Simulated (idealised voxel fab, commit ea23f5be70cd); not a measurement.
The following is a process module called voxel self aligned vias.
Section shown: cut. Width: 170 nm. Cell size: 5 nm, square.
This document writes a cross-section as a grid whose cells are square, and gives it as bands, listed from the top down; one or more rows of cells form a band. A band entry consists of two parts. The first gives the height of the band's top and the height of its bottom, in nm. The rest lists the band's materials from left to right, each with its width in nm. A single material labelled with the word "all across" fills the band from edge to edge, and the word "empty" marks empty space. Basically, 0 is our baseline, since under it the wafer straight out of the box is all one material. The bottom band has no lower end and keeps on going down, so it looks like "0 -> down". Read "30..40" as a graded width: first number on top, second number at the bottom, same change between each pair of neighbouring rows. For the purposes of this document, the phrase "nothing different" attached to a step denotes that no cell within the cross-section was modified by that step. For the entry "Closed cavity list", the listed items are empty spaces with no open way to the top whose size is 8 cells or more; each item follows the pattern width x height at distance, where distance is from the left edge and all three are in nm. Note: text after step settings on the step line = simulator remark on that step. Each step line may optionally specify "overlay nm", which for a step with a mask gives the rightward distance between the mask's planned place and where it lay, a negative value indicating the leftward direction.

PROCESS STEPS (PLANNED)
1: RECEIVE (material Si)
2: CONFORMAL_DEP (material SiO2; thk nm 15)
3: CONFORMAL_DEP (material SiCN; thk nm 5)
4: DIRECTIONAL_DEP (material lowk; thk nm 20)
5: PATTERN (tone open; mask id LINES; material resist; width nm 20; pitch nm 50; thk nm 20; overlay nm 0)
6: DIRECTIONAL_ETCH (etch materials lowk; depth nm 20)
7: STRIP (etch materials resist)
8: CONFORMAL_DEP (material TiN; thk nm 5)
9: FILL_DEP (material Ru; thk nm 5)
10: CMP (height nm 40)
11: SELECTIVE_ETCH (etch materials W Ru TiN; depth nm 5)
12: FILL_DEP (material SiN; thk nm 10)
13: CMP (height nm 40)
14: DIRECTIONAL_DEP (material lowk; thk nm 15)
15: MASKED_ETCH (tone open; mask id VIAS; width nm 30; etch materials lowk; depth nm 15; overlay nm 0)
16: MASKED_ETCH (tone open; mask id VIAS; width nm 30; etch materials SiN; depth nm 5; overlay nm 0)
17: CONFORMAL_DEP (material TiN; thk nm 5)
18: FILL_DEP (material Ru; thk nm 10)
19: CMP (height nm 55)
20: CONFORMAL_DEP (material SiN; thk nm 5)

OF TWO WAFERS, THE FIRST: RUN ACCORDING TO PLAN

THE CROSS-SECTION HERE SHOWS THE WAFER AS RECEIVED, I.E. IN ITS STATE AFTER STEP 1
- 0 -> down = Si all across
- Closed cavity list: none

CROSS-SECTION THROUGH THE WAFER, STEP 2 FINISHED
- 15 -> 0 = SiO2 all across
- Nothing below the height 0 has changed.

CROSS-SECTION THROUGH THE WAFER, STEP 3 FINISHED
- 20 -> 15 = SiCN all across
- Nothing below the height 15 has changed.

CROSS-SECTION THROUGH THE WAFER, STEP 4 FINISHED
- 40 -> 20 = lowk all across
- Nothing below the height 20 has changed.

CROSS-SECTION THROUGH THE WAFER, STEP 5 FINISHED
- 60 -> 40 = 50 nm resist | 20 nm empty | 30 nm resist | 20 nm empty | 50 nm resist
- Nothing below the height 40 has changed.

CROSS-SECTION THROUGH THE WAFER, STEP 6 FINISHED
- 60 -> 40 = 50 nm resist | 20 nm empty | 30 nm resist | 20 nm empty | 50 nm resist
- 40 -> 20 = 50 nm lowk | 20 nm empty | 30 nm lowk | 20 nm empty | 50 nm lowk
- Nothing below the height 20 has changed.

CROSS-SECTION THROUGH THE WAFER, STEP 7 FINISHED
- 40 -> 20 = 50 nm lowk | 20 nm empty | 30 nm lowk | 20 nm empty | 50 nm lowk
- Nothing below the height 20 has changed.

CROSS-SECTION THROUGH THE WAFER, STEP 8 FINISHED
- 45 -> 40 = 55 nm TiN | 10 nm empty | 40 nm TiN | 10 nm empty | 55 nm TiN
- 40 -> 25 = 50 nm lowk | 5 nm TiN | 10 nm empty | 5 nm TiN | 30 nm lowk | 5 nm TiN | 10 nm empty | 5 nm TiN | 50 nm lowk
- 25 -> 20 = 50 nm lowk | 20 nm TiN | 30 nm lowk | 20 nm TiN | 50 nm lowk
- Nothing below the height 20 has changed.

CROSS-SECTION THROUGH THE WAFER, STEP 9 FINISHED
- 50 -> 45 = Ru all across
- 45 -> 40 = 55 nm TiN | 10 nm Ru | 40 nm TiN | 10 nm Ru | 55 nm TiN
- 40 -> 25 = 50 nm lowk | 5 nm TiN | 10 nm Ru | 5 nm TiN | 30 nm lowk | 5 nm TiN | 10 nm Ru | 5 nm TiN | 50 nm lowk
- Nothing below the height 25 has changed.

CROSS-SECTION THROUGH THE WAFER, STEP 10 FINISHED
- 40 -> 25 = 50 nm lowk | 5 nm TiN | 10 nm Ru | 5 nm TiN | 30 nm lowk | 5 nm TiN | 10 nm Ru | 5 nm TiN | 50 nm lowk
- Nothing below the height 25 has changed.

CROSS-SECTION THROUGH THE WAFER, STEP 11 FINISHED
- 40 -> 35 = 50 nm lowk | 20 nm empty | 30 nm lowk | 20 nm empty | 50 nm lowk
- Nothing below the height 35 has changed.

CROSS-SECTION THROUGH THE WAFER, STEP 12 FINISHED
- 50 -> 40 = SiN all across
- 40 -> 35 = 50 nm lowk | 20 nm SiN | 30 nm lowk | 20 nm SiN | 50 nm lowk
- Nothing below the height 35 has changed.

CROSS-SECTION THROUGH THE WAFER, STEP 13 FINISHED
- 40 -> 35 = 50 nm lowk | 20 nm SiN | 30 nm lowk | 20 nm SiN | 50 nm lowk
- Nothing below the height 35 has changed.

CROSS-SECTION THROUGH THE WAFER, STEP 14 FINISHED
- 55 -> 40 = lowk all across
- Nothing below the height 40 has changed.

CROSS-SECTION THROUGH THE WAFER, STEP 15 FINISHED
- 55 -> 40 = 45 nm lowk | 30 nm empty | 95 nm lowk
- Nothing below the height 40 has changed.

CROSS-SECTION THROUGH THE WAFER, STEP 16 FINISHED
- 55 -> 40 = 45 nm lowk | 30 nm empty | 95 nm lowk
- 40 -> 35 = 50 nm lowk | 20 nm empty | 30 nm lowk | 20 nm SiN | 50 nm lowk
- Nothing below the height 35 has changed.

CROSS-SECTION THROUGH THE WAFER, STEP 17 FINISHED
- 60 -> 55 = 50 nm TiN | 20 nm empty | 100 nm TiN
- 55 -> 45 = 45 nm lowk | 5 nm TiN | 20 nm empty | 5 nm TiN | 95 nm lowk
- 45 -> 40 = 45 nm lowk | 10 nm TiN | 10 nm empty | 10 nm TiN | 95 nm lowk
- 40 -> 35 = 50 nm lowk | 20 nm TiN | 30 nm lowk | 20 nm SiN | 50 nm lowk
- Nothing below the height 35 has changed.

CROSS-SECTION THROUGH THE WAFER, STEP 18 FINISHED
- 70 -> 60 = Ru all across
- 60 -> 55 = 50 nm TiN | 20 nm Ru | 100 nm TiN
- 55 -> 45 = 45 nm lowk | 5 nm TiN | 20 nm Ru | 5 nm TiN | 95 nm lowk
- 45 -> 40 = 45 nm lowk | 10 nm TiN | 10 nm Ru | 10 nm TiN | 95 nm lowk
- Nothing below the height 40 has changed.

CROSS-SECTION THROUGH THE WAFER, STEP 19 FINISHED
- 55 -> 45 = 45 nm lowk | 5 nm TiN | 20 nm Ru | 5 nm TiN | 95 nm lowk
- Nothing below the height 45 has changed.

CROSS-SECTION THROUGH THE WAFER, STEP 20 FINISHED
- 60 -> 55 = SiN all across
- Nothing below the height 55 has changed.

NOTES, SECOND WAFER: START = FIRST WAFER'S, PLAN = FIRST WAFER'S, EXECUTION HAD ONE MISTAKE; HISTORY IDENTICAL TO FIRST THROUGH STEP 18

Cross-section, second wafer, at the end time the plan gives for step 19: nothing different

CROSS-SECTION, SECOND WAFER, AT THE END TIME THE PLAN GIVES FOR STEP 20
- 75 -> 70 = SiN all across
- Nothing below the height 70 has changed.
So what did we get wrong on this run? step 19 in the plan did not get run; it was skipped
End of process, cell counts, second wafer against first, materials with more or fewer: Ru +72; TiN +30
